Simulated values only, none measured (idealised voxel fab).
The process module that follows is named voxel trench capacitor.
This is section cut - it's 300 nm across, gridded in 5 nm square cells.
Just so we're on the same page, the cross-sections are grids of square cells, and they're listed out in bands top to bottom, each band one or more rows deep.
Within each band entry, the heights of the top and of the bottom of the band appear first, in that order and in nm; the materials of the band then follow from left to right, each with its corresponding width in nm. The designation "throughout" on a single material indicates that it fills the band from edge to edge; the designation "air" indicates empty space.
Heights from 0 (as-received wafer is one material below). Bottom band endless downward, as "0 down".
A width such as "30..40" changes by the same amount from each row of cells to the next, from the band's top row to its bottom row.
Where a step carries "no alteration", the cross-section came out of it unchanged, cell for cell.
Entry "Closed void inventory". Content: empty spaces with no open connection to the top, size 8 cells or greater. Each: width x height at distance. Distance: from left edge. Unit: nm.
Formally, on a step line, whatever follows the settings is a remark that the simulator itself makes on the step.
"overlay nm" on a masked step: distance the mask lay right of its planned place, negative for left.

Process steps (planned)
1 op RECEIVE | material Si
2 op CONFORMAL_DEP | material SiN | thk nm 5
3 op DIRECTIONAL_DEP | material aC | thk nm 10
4 op PATTERN | tone open | mask id TRENCH | material resist | width nm 20 | pitch nm 35 | thk nm 30 | overlay nm 0
5 op DIRECTIONAL_ETCH | etch materials aC | depth nm 10
6 op STRIP | etch materials resist
7 op DIRECTIONAL_ETCH | etch materials SiN | depth nm 5
8 op DIRECTIONAL_ETCH | etch materials Si | depth nm 35
9 op STRIP | etch materials aC
10 op CONFORMAL_DEP | material SiO2 | thk nm 5
11 op FILL_DEP | material polySi | thk nm 10
12 op CMP | height nm 5

As received, after step 1
	0 down  Si throughout
	Closed void inventory: none

Result of the module, cross-sectioned: start per above, plan per above, one error in how it was run
	5 to 0  100 nm polySi, 5 nm SiO2, 20 nm SiN, 5 nm SiO2, 5 nm polySi, 5 nm SiO2, 20 nm SiN, 5 nm SiO2, 5 nm polySi, 5 nm SiO2, 20 nm SiN, 5 nm SiO2, 100 nm polySi
	0 to -30  100 nm polySi, 5 nm SiO2, 20 nm Si, 5 nm SiO2, 5 nm polySi, 5 nm SiO2, 20 nm Si, 5 nm SiO2, 5 nm polySi, 5 nm SiO2, 20 nm Si, 5 nm SiO2, 100 nm polySi
	-30 to -35  105 nm SiO2, 20 nm Si, 15 nm SiO2, 20 nm Si, 15 nm SiO2, 20 nm Si, 105 nm SiO2
	-35 down  Si throughout
	Closed void inventory: none
So what did we get wrong on this run? not per plan at step 4, really ran op PATTERN | tone cover | mask id TRENCH | material resist | width nm 20 | pitch nm 35 | thk nm 30 | overlay nm 0
